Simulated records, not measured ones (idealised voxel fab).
Presented below is a process module, voxel transistor to metal.
Square cells of 5 nm make up the cross-section cut, whose width is 195 nm.
Cross-section spec: square-cell grid; bands listed top down; each band is one or more rows. In this notation a band is specified by the heights of its top and bottom, in that order and in nm, after which its materials appear from left to right, each paired with its width in nm. The word "edge to edge" attached to a single material means that material fills the band from edge to edge; the word "empty" stands for empty space. Convention: height 0 is the level below which the wafer, as received, is all one material. The lowest band does not terminate at the bottom but continues downward, represented as "0 and below". The expression "30 to 40" gives the width at the extremes of the band, the first number at its top row of cells and the second at its bottom row, with the width changing by equal amounts from each row to the next in between. "nothing was modified" -> step changed no cross-section cell. "Fully closed voids" means: voids of 8 cells or more that are shut off from the top with no open way through. Written width x height at distance, distance from the left edge, in nm. Whatever follows a step's settings on its line is a remark the simulator itself makes about that step. overlay nm: mask offset rightward from planned place, masked step; negative means leftward offset. From here on the document is pairs. In a pair, the cross-section before one process step comes with the cross-section after it, and the latter goes no deeper than the lowest band that changed. What lies in between, the step and its settings, is written under the pair. A pair may be from a different run of this module on the same starting wafer than the pair above it, so it continues from that pair only where its entry headed "Incoming structure" says so.
Incoming structure
* 85 down to 65 = SiO2 50 nm; empty 15 nm; SiO2 65 nm; empty 15 nm; SiO2 50 nm
* 65 down to 50 = SiO2 edge to edge
* 50 down to 45 = SiCN edge to edge
* 45 down to 35 = SiO2 50 nm; TiN 5 nm; W 5 nm; TiN 5 nm; SiO2 65 nm; TiN 5 nm; W 5 nm; TiN 5 nm; SiO2 50 nm
* 35 down to 30 = SiO2 50 nm; TiN 15 nm; SiO2 65 nm; TiN 15 nm; SiO2 50 nm
* 30 down to 25 = polySi edge to edge
* 25 down to 15 = SiO2 50 nm; TiN 5 nm; W 5 nm; TiN 5 nm; SiO2 65 nm; TiN 5 nm; W 5 nm; TiN 5 nm; SiO2 50 nm
* 15 down to 0 = SiO2 50 nm; TiN 5 nm; W 5 nm; TiN 5 nm; SiO2 5 nm; SiN 10 nm; HfO2 5 nm; TiN 5 nm; W 15 nm; TiN 5 nm; HfO2 5 nm; SiN 10 nm; SiO2 5 nm; TiN 5 nm; W 5 nm; TiN 5 nm; SiO2 50 nm
* 0 down to -5 = SiO2 50 nm; TiN 15 nm; SiO2 5 nm; SiN 10 nm; HfO2 5 nm; TiN 25 nm; HfO2 5 nm; SiN 10 nm; SiO2 5 nm; TiN 15 nm; SiO2 50 nm
* -5 down to -10 = SiO2 35 nm; SiGe 35 nm; SiO2 5 nm; HfO2 45 nm; SiO2 5 nm; SiGe 35 nm; SiO2 35 nm
* -10 down to -35 = SiO2 40 nm; Si 115 nm; SiO2 40 nm
* -35 and below = Si edge to edge
* Fully closed voids: none
Cut View, Post-Step
* 100 down to 85 = aC 50 nm; empty 15 nm; aC 65 nm; empty 15 nm; aC 50 nm
* 85 down to 80 = SiO2 50 nm; empty 15 nm; SiO2 65 nm; empty 15 nm; SiO2 50 nm
* 80 down to 65 = SiO2 50 nm; aC 15 nm; SiO2 65 nm; aC 15 nm; SiO2 50 nm
* At heights below 65, the structure remains unaltered.
* Fully closed voids: none
It is this step that lies between the two cross-sections above: op DIRECTIONAL_DEP | material aC | thk nm 15
Incoming structure: Reference is made to the cross-section shown after the step in the pair directly above, which represents the state prior to this step.
Cut View, Post-Step
* 130 down to 100 = resist 50 nm; empty 15 nm; resist 65 nm; empty 15 nm; resist 50 nm
* At heights below 100, the structure remains unaltered.
* Fully closed voids: none
It is this step that lies between the two cross-sections above: op PATTERN | tone open | mask id METAL_2_HOLES | material resist | width nm 15 | pitch nm 80 | thk nm 30 | overlay nm 0
Incoming structure: Reference is made to the cross-section shown after the step in the pair directly above, which represents the state prior to this step.
Cut View, Post-Step
* 115 down to 100 = resist 50 nm; empty 15 nm; resist 65 nm; empty 15 nm; resist 50 nm
* 100 down to 85 = aC 50 nm; empty 15 nm; aC 65 nm; empty 15 nm; aC 50 nm
* 85 down to 65 = SiO2 50 nm; empty 15 nm; SiO2 65 nm; empty 15 nm; SiO2 50 nm
* At heights below 65, the structure remains unaltered.
* Fully closed voids: none
It is this step that lies between the two cross-sections above: op DIRECTIONAL_ETCH | etch materials aC | depth nm 15
Incoming structure: Reference is made to the cross-section shown after the step in the pair directly above, which represents the state prior to this step.
Cut View, Post-Step
* 100 down to 85 = aC 50 nm; empty 15 nm; aC 65 nm; empty 15 nm; aC 50 nm
* At heights below 85, the structure remains unaltered.
* Fully closed voids: none
It is this step that lies between the two cross-sections above: op STRIP | etch materials resist
Incoming structure: Reference is made to the cross-section shown after the step in the pair directly above, which represents the state prior to this step.
Cut View, Post-Step
* 100 down to 85 = aC 50 nm; empty 15 nm; aC 65 nm; empty 15 nm; aC 50 nm
* 85 down to 50 = SiO2 50 nm; empty 15 nm; SiO2 65 nm; empty 15 nm; SiO2 50 nm
* At heights below 50, the structure remains unaltered.
* Fully closed voids: none
It is this step that lies between the two cross-sections above: op DIRECTIONAL_ETCH | etch materials SiO2 | depth nm 15
Incoming structure: Reference is made to the cross-section shown after the step in the pair directly above, which represents the state prior to this step.
Cut View, Post-Step
* 100 down to 85 = aC 50 nm; empty 15 nm; aC 65 nm; empty 15 nm; aC 50 nm
* 85 down to 50 = SiO2 50 nm; empty 15 nm; SiO2 65 nm; empty 15 nm; SiO2 50 nm
* 50 down to 45 = SiCN 50 nm; empty 15 nm; SiCN 65 nm; empty 15 nm; SiCN 50 nm
* At heights below 45, the structure remains unaltered.
* Fully closed voids: none
It is this step that lies between the two cross-sections above: op DIRECTIONAL_ETCH | etch materials SiCN | depth nm 5
Incoming structure: Reference is made to the cross-section shown after the step in the pair directly above, which represents the state prior to this step.
Cut View, Post-Step
* 85 down to 50 = SiO2 50 nm; empty 15 nm; SiO2 65 nm; empty 15 nm; SiO2 50 nm
* At heights below 50, the structure remains unaltered.
* Fully closed voids: none
It is this step that lies between the two cross-sections above: op STRIP | etch materials aC
Incoming structure: Reference is made to the cross-section shown after the step in the pair directly above, which represents the state prior to this step.
Cut View, Post-Step
* 90 down to 85 = TiN 55 nm; empty 5 nm; TiN 75 nm; empty 5 nm; TiN 55 nm
* 85 down to 50 = SiO2 50 nm; TiN 5 nm; empty 5 nm; TiN 5 nm; SiO2 65 nm; TiN 5 nm; empty 5 nm; TiN 5 nm; SiO2 50 nm
* 50 down to 45 = SiCN 50 nm; TiN 15 nm; SiCN 65 nm; TiN 15 nm; SiCN 50 nm
* At heights below 45, the structure remains unaltered.
* Fully closed voids: none
It is this step that lies between the two cross-sections above: op CONFORMAL_DEP | material TiN | thk nm 5
Incoming structure: Reference is made to the cross-section shown after the step in the pair directly above, which represents the state prior to this step.
Cut View, Post-Step
* 100 down to 90 = Ru edge to edge
* 90 down to 85 = TiN 55 nm; Ru 5 nm; TiN 75 nm; Ru 5 nm; TiN 55 nm
* 85 down to 50 = SiO2 50 nm; TiN 5 nm; Ru 5 nm; TiN 5 nm; SiO2 65 nm; TiN 5 nm; Ru 5 nm; TiN 5 nm; SiO2 50 nm
* At heights below 50, the structure remains unaltered.
* Fully closed voids: none
It is this step that lies between the two cross-sections above: op FILL_DEP | material Ru | thk nm 10
Incoming structure: Reference is made to the cross-section shown after the step in the pair directly above, which represents the state prior to this step.
Cut View, Post-Step
* 85 down to 50 = SiO2 50 nm; TiN 5 nm; Ru 5 nm; TiN 5 nm; SiO2 65 nm; TiN 5 nm; Ru 5 nm; TiN 5 nm; SiO2 50 nm
* At heights below 50, the structure remains unaltered.
* Fully closed voids: none
It is this step that lies between the two cross-sections above: op CMP | height nm 85
Incoming structure: Reference is made to the cross-section shown after the step in the pair directly above, which represents the state prior to this step.
Cut View, Post-Step
* 90 down to 85 = SiN edge to edge
* At heights below 85, the structure remains unaltered.
* Fully closed voids: none
It is this step that lies between the two cross-sections above: op CONFORMAL_DEP | material SiN | thk nm 5
Incoming structure
* 25 down to 15 = SiO2 edge to edge
* 15 down to 0 = SiO2 70 nm; SiN 10 nm; HfO2 5 nm; TiN 5 nm; W 15 nm; TiN 5 nm; HfO2 5 nm; SiN 10 nm; SiO2 70 nm
* 0 down to -5 = SiO2 70 nm; SiN 10 nm; HfO2 5 nm; TiN 25 nm; HfO2 5 nm; SiN 10 nm; SiO2 70 nm
* -5 down to -10 = SiO2 35 nm; SiGe 35 nm; SiO2 5 nm; HfO2 45 nm; SiO2 5 nm; SiGe 35 nm; SiO2 35 nm
* -10 down to -35 = SiO2 40 nm; Si 115 nm; SiO2 40 nm
* -35 and below = Si edge to edge
* Fully closed voids: none
Cut View, Post-Step
* 25 down to 15 = empty 50 nm; SiO2 15 nm; empty 65 nm; SiO2 15 nm; empty 50 nm
* 15 down to 0 = empty 50 nm; SiO2 15 nm; empty 5 nm; SiN 10 nm; HfO2 5 nm; TiN 5 nm; W 15 nm; TiN 5 nm; HfO2 5 nm; SiN 10 nm; empty 5 nm; SiO2 15 nm; empty 50 nm
* 0 down to -5 = empty 50 nm; SiO2 15 nm; empty 5 nm; SiN 10 nm; HfO2 5 nm; TiN 25 nm; HfO2 5 nm; SiN 10 nm; empty 5 nm; SiO2 15 nm; empty 50 nm
* At heights below -5, the structure remains unaltered.
* Fully closed voids: none
It is this step that lies between the two cross-sections above: op MASKED_ETCH | tone cover | mask id CONTACT | width nm 15 | pitch nm 80 | etch materials SiO2 | depth nm 30 | overlay nm 0
Incoming structure: Reference is made to the cross-section shown after the step in the pair directly above, which represents the state prior to this step.
Cut View, Post-Step
* 30 down to 25 = empty 45 nm; TiN 25 nm; empty 55 nm; TiN 25 nm; empty 45 nm
* 25 down to 20 = empty 45 nm; TiN 5 nm; SiO2 15 nm; TiN 5 nm; empty 55 nm; TiN 5 nm; SiO2 15 nm; TiN 5 nm; empty 45 nm
* 20 down to 15 = empty 45 nm; TiN 5 nm; SiO2 15 nm; TiN 65 nm; SiO2 15 nm; TiN 5 nm; empty 45 nm
* 15 down to 0 = empty 45 nm; TiN 5 nm; SiO2 15 nm; TiN 5 nm; SiN 10 nm; HfO2 5 nm; TiN 5 nm; W 15 nm; TiN 5 nm; HfO2 5 nm; SiN 10 nm; TiN 5 nm; SiO2 15 nm; TiN 5 nm; empty 45 nm
* 0 down to -5 = TiN 50 nm; SiO2 15 nm; TiN 5 nm; SiN 10 nm; HfO2 5 nm; TiN 25 nm; HfO2 5 nm; SiN 10 nm; TiN 5 nm; SiO2 15 nm; TiN 50 nm
* At heights below -5, the structure remains unaltered.
* Fully closed voids: none
It is this step that lies between the two cross-sections above: op CONFORMAL_DEP | material TiN | thk nm 5
Incoming structure: Reference is made to the cross-section shown after the step in the pair directly above, which represents the state prior to this step.
Cut View, Post-Step
* 40 down to 30 = W edge to edge
* 30 down to 25 = W 45 nm; TiN 25 nm; W 55 nm; TiN 25 nm; W 45 nm
* 25 down to 20 = W 45 nm; TiN 5 nm; SiO2 15 nm; TiN 5 nm; W 55 nm; TiN 5 nm; SiO2 15 nm; TiN 5 nm; W 45 nm
* 20 down to 15 = W 45 nm; TiN 5 nm; SiO2 15 nm; TiN 65 nm; SiO2 15 nm; TiN 5 nm; W 45 nm
* 15 down to 0 = W 45 nm; TiN 5 nm; SiO2 15 nm; TiN 5 nm; SiN 10 nm; HfO2 5 nm; TiN 5 nm; W 15 nm; TiN 5 nm; HfO2 5 nm; SiN 10 nm; TiN 5 nm; SiO2 15 nm; TiN 5 nm; W 45 nm
* At heights below 0, the structure remains unaltered.
* Fully closed voids: none
It is this step that lies between the two cross-sections above: op FILL_DEP | material W | thk nm 10
Incoming structure: Reference is made to the cross-section shown after the step in the pair directly above, which represents the state prior to this step.
Cut View, Post-Step
* 25 down to 20 = W 45 nm; TiN 5 nm; SiO2 15 nm; TiN 5 nm; W 55 nm; TiN 5 nm; SiO2 15 nm; TiN 5 nm; W 45 nm
* At heights below 20, the structure remains unaltered.
* Fully closed voids: none
It is this step that lies between the two cross-sections above: op CMP | height nm 25
Incoming structure: Reference is made to the cross-section shown after the step in the pair directly above, which represents the state prior to this step.
Cut View, Post-Step
* 30 down to 25 = SiCN edge to edge
* At heights below 25, the structure remains unaltered.
* Fully closed voids: none
It is this step that lies between the two cross-sections above: op CONFORMAL_DEP | material SiCN | thk nm 5
Incoming structure: Reference is made to the cross-section shown after the step in the pair directly above, which represents the state prior to this step.
Cut View, Post-Step
* 45 down to 30 = SiO2 edge to edge
* At heights below 30, the structure remains unaltered.
* Fully closed voids: none
It is this step that lies between the two cross-sections above: op DIRECTIONAL_DEP | material SiO2 | thk nm 15
Incoming structure: Reference is made to the cross-section shown after the step in the pair directly above, which represents the state prior to this step.
Cut View, Post-Step
* 45 down to 30 = SiO2 50 nm; empty 15 nm; SiO2 65 nm; empty 15 nm; SiO2 50 nm
* At heights below 30, the structure remains unaltered.
* Fully closed voids: none
It is this step that lies between the two cross-sections above: op MASKED_ETCH | tone open | mask id METAL_1 | width nm 15 | pitch nm 80 | etch materials SiO2 | depth nm 15 | overlay nm 0
Incoming structure: Reference is made to the cross-section shown after the step in the pair directly above, which represents the state prior to this step.
Cut View, Post-Step
* 45 down to 30 = SiO2 50 nm; empty 15 nm; SiO2 65 nm; empty 15 nm; SiO2 50 nm
* 30 down to 25 = SiCN 50 nm; empty 15 nm; SiCN 65 nm; empty 15 nm; SiCN 50 nm
* At heights below 25, the structure remains unaltered.
* Fully closed voids: none
It is this step that lies between the two cross-sections above: op MASKED_ETCH | tone open | mask id METAL_1 | width nm 15 | pitch nm 80 | etch materials SiCN | depth nm 5 | overlay nm 0
Incoming structure: Reference is made to the cross-section shown after the step in the pair directly above, which represents the state prior to this step.
Cut View, Post-Step
* 50 down to 45 = TiN 55 nm; empty 5 nm; TiN 75 nm; empty 5 nm; TiN 55 nm
* 45 down to 30 = SiO2 50 nm; TiN 5 nm; empty 5 nm; TiN 5 nm; SiO2 65 nm; TiN 5 nm; empty 5 nm; TiN 5 nm; SiO2 50 nm
* 30 down to 25 = SiCN 50 nm; TiN 15 nm; SiCN 65 nm; TiN 15 nm; SiCN 50 nm
* At heights below 25, the structure remains unaltered.
* Fully closed voids: none
It is this step that lies between the two cross-sections above: op CONFORMAL_DEP | material TiN | thk nm 5
Incoming structure: Reference is made to the cross-section shown after the step in the pair directly above, which represents the state prior to this step.
Cut View, Post-Step
* 60 down to 50 = W edge to edge
* 50 down to 45 = TiN 55 nm; W 5 nm; TiN 75 nm; W 5 nm; TiN 55 nm
* 45 down to 30 = SiO2 50 nm; TiN 5 nm; W 5 nm; TiN 5 nm; SiO2 65 nm; TiN 5 nm; W 5 nm; TiN 5 nm; SiO2 50 nm
* At heights below 30, the structure remains unaltered.
* Fully closed voids: none
It is this step that lies between the two cross-sections above: op FILL_DEP | material W | thk nm 10
Incoming structure: Reference is made to the cross-section shown after the step in the pair directly above, which represents the state prior to this step.
Cut View, Post-Step
* 45 down to 30 = SiO2 50 nm; TiN 5 nm; W 5 nm; TiN 5 nm; SiO2 65 nm; TiN 5 nm; W 5 nm; TiN 5 nm; SiO2 50 nm
* At heights below 30, the structure remains unaltered.
* Fully closed voids: none
It is this step that lies between the two cross-sections above: op CMP | height nm 45
Incoming structure: Reference is made to the cross-section shown after the step in the pair directly above, which represents the state prior to this step.
Cut View, Post-Step
* 50 down to 45 = SiCN edge to edge
* At heights below 45, the structure remains unaltered.
* Fully closed voids: none
It is this step that lies between the two cross-sections above: op CONFORMAL_DEP | material SiCN | thk nm 5
Incoming structure: Reference is made to the cross-section shown after the step in the pair directly above, which represents the state prior to this step.
Cut View, Post-Step
* 85 down to 50 = SiO2 edge to edge
* At heights below 50, the structure remains unaltered.
* Fully closed voids: none
It is this step that lies between the two cross-sections above: op DIRECTIONAL_DEP | material SiO2 | thk nm 35
Incoming structure: Reference is made to the cross-section shown after the step in the pair directly above, which represents the state prior to this step.
Cut View, Post-Step
* 85 down to 65 = SiO2 50 nm; empty 15 nm; SiO2 65 nm; empty 15 nm; SiO2 50 nm
* At heights below 65, the structure remains unaltered.
* Fully closed voids: none
It is this step that lies between the two cross-sections above: op MASKED_ETCH | tone open | mask id METAL_2 | width nm 15 | pitch nm 80 | etch materials SiO2 | depth nm 20 | overlay nm 0
Incoming structure: Reference is made to the cross-section shown after the step in the pair directly above, which represents the state prior to this step.
Cut View, Post-Step
* 100 down to 85 = aC 50 nm; empty 15 nm; aC 65 nm; empty 15 nm; aC 50 nm
* 85 down to 80 = SiO2 50 nm; empty 15 nm; SiO2 65 nm; empty 15 nm; SiO2 50 nm
* 80 down to 65 = SiO2 50 nm; aC 15 nm; SiO2 65 nm; aC 15 nm; SiO2 50 nm
* At heights below 65, the structure remains unaltered.
* Fully closed voids: none
It is this step that lies between the two cross-sections above: op DIRECTIONAL_DEP | material aC | thk nm 15
Incoming structure: Reference is made to the cross-section shown after the step in the pair directly above, which represents the state prior to this step.
Cut View, Post-Step
* 130 down to 100 = resist 50 nm; empty 15 nm; resist 65 nm; empty 15 nm; resist 50 nm
* At heights below 100, the structure remains unaltered.
* Fully closed voids: none
It is this step that lies between the two cross-sections above: op PATTERN | tone open | mask id METAL_2_HOLES | material resist | width nm 15 | pitch nm 80 | thk nm 30 | overlay nm 0
Incoming structure: Reference is made to the cross-section shown after the step in the pair directly above, which represents the state prior to this step.
Cut View, Post-Step
* 115 down to 100 = resist 50 nm; empty 15 nm; resist 65 nm; empty 15 nm; resist 50 nm
* 100 down to 85 = aC 50 nm; empty 15 nm; aC 65 nm; empty 15 nm; aC 50 nm
* 85 down to 65 = SiO2 50 nm; empty 15 nm; SiO2 65 nm; empty 15 nm; SiO2 50 nm
* At heights below 65, the structure remains unaltered.
* Fully closed voids: none
It is this step that lies between the two cross-sections above: op DIRECTIONAL_ETCH | etch materials aC | depth nm 15
Incoming structure: Reference is made to the cross-section shown after the step in the pair directly above, which represents the state prior to this step.
Cut View, Post-Step
* 100 down to 85 = aC 50 nm; empty 15 nm; aC 65 nm; empty 15 nm; aC 50 nm
* At heights below 85, the structure remains unaltered.
* Fully closed voids: none
It is this step that lies between the two cross-sections above: op STRIP | etch materials resist
Incoming structure: Reference is made to the cross-section shown after the step in the pair directly above, which represents the state prior to this step.
Cut View, Post-Step
* 100 down to 85 = aC 50 nm; empty 15 nm; aC 65 nm; empty 15 nm; aC 50 nm
* 85 down to 50 = SiO2 50 nm; empty 15 nm; SiO2 65 nm; empty 15 nm; SiO2 50 nm
* At heights below 50, the structure remains unaltered.
* Fully closed voids: none
It is this step that lies between the two cross-sections above: op DIRECTIONAL_ETCH | etch materials SiO2 | depth nm 15
Incoming structure: Reference is made to the cross-section shown after the step in the pair directly above, which represents the state prior to this step.
Cut View, Post-Step
* 100 down to 85 = aC 50 nm; empty 15 nm; aC 65 nm; empty 15 nm; aC 50 nm
* 85 down to 50 = SiO2 50 nm; empty 15 nm; SiO2 65 nm; empty 15 nm; SiO2 50 nm
* 50 down to 45 = SiCN 50 nm; empty 15 nm; SiCN 65 nm; empty 15 nm; SiCN 50 nm
* At heights below 45, the structure remains unaltered.
* Fully closed voids: none
It is this step that lies between the two cross-sections above: op DIRECTIONAL_ETCH | etch materials SiCN | depth nm 5
Incoming structure: Reference is made to the cross-section shown after the step in the pair directly above, which represents the state prior to this step.
Cut View, Post-Step
* 85 down to 50 = SiO2 50 nm; empty 15 nm; SiO2 65 nm; empty 15 nm; SiO2 50 nm
* At heights below 50, the structure remains unaltered.
* Fully closed voids: none
It is this step that lies between the two cross-sections above: op STRIP | etch materials aC
Incoming structure: Reference is made to the cross-section shown after the step in the pair directly above, which represents the state prior to this step.
Cut View, Post-Step
* 90 down to 85 = TiN 55 nm; empty 5 nm; TiN 75 nm; empty 5 nm; TiN 55 nm
* 85 down to 50 = SiO2 50 nm; TiN 5 nm; empty 5 nm; TiN 5 nm; SiO2 65 nm; TiN 5 nm; empty 5 nm; TiN 5 nm; SiO2 50 nm
* 50 down to 45 = SiCN 50 nm; TiN 15 nm; SiCN 65 nm; TiN 15 nm; SiCN 50 nm
* At heights below 45, the structure remains unaltered.
* Fully closed voids: none
It is this step that lies between the two cross-sections above: op CONFORMAL_DEP | material TiN | thk nm 5
Incoming structure: Reference is made to the cross-section shown after the step in the pair directly above, which represents the state prior to this step.
Cut View, Post-Step
* 100 down to 90 = Ru edge to edge
* 90 down to 85 = TiN 55 nm; Ru 5 nm; TiN 75 nm; Ru 5 nm; TiN 55 nm
* 85 down to 50 = SiO2 50 nm; TiN 5 nm; Ru 5 nm; TiN 5 nm; SiO2 65 nm; TiN 5 nm; Ru 5 nm; TiN 5 nm; SiO2 50 nm
* At heights below 50, the structure remains unaltered.
* Fully closed voids: none
It is this step that lies between the two cross-sections above: op FILL_DEP | material Ru | thk nm 10
Incoming structure: Reference is made to the cross-section shown after the step in the pair directly above, which represents the state prior to this step.
Cut View, Post-Step
* 85 down to 50 = SiO2 50 nm; TiN 5 nm; Ru 5 nm; TiN 5 nm; SiO2 65 nm; TiN 5 nm; Ru 5 nm; TiN 5 nm; SiO2 50 nm
* At heights below 50, the structure remains unaltered.
* Fully closed voids: none
It is this step that lies between the two cross-sections above: op CMP | height nm 85
Incoming structure: Reference is made to the cross-section shown after the step in the pair directly above, which represents the state prior to this step.
Cut View, Post-Step
* 90 down to 85 = SiN edge to edge
* At heights below 85, the structure remains unaltered.
* Fully closed voids: none
It is this step that lies between the two cross-sections above: op CONFORMAL_DEP | material SiN | thk nm 5
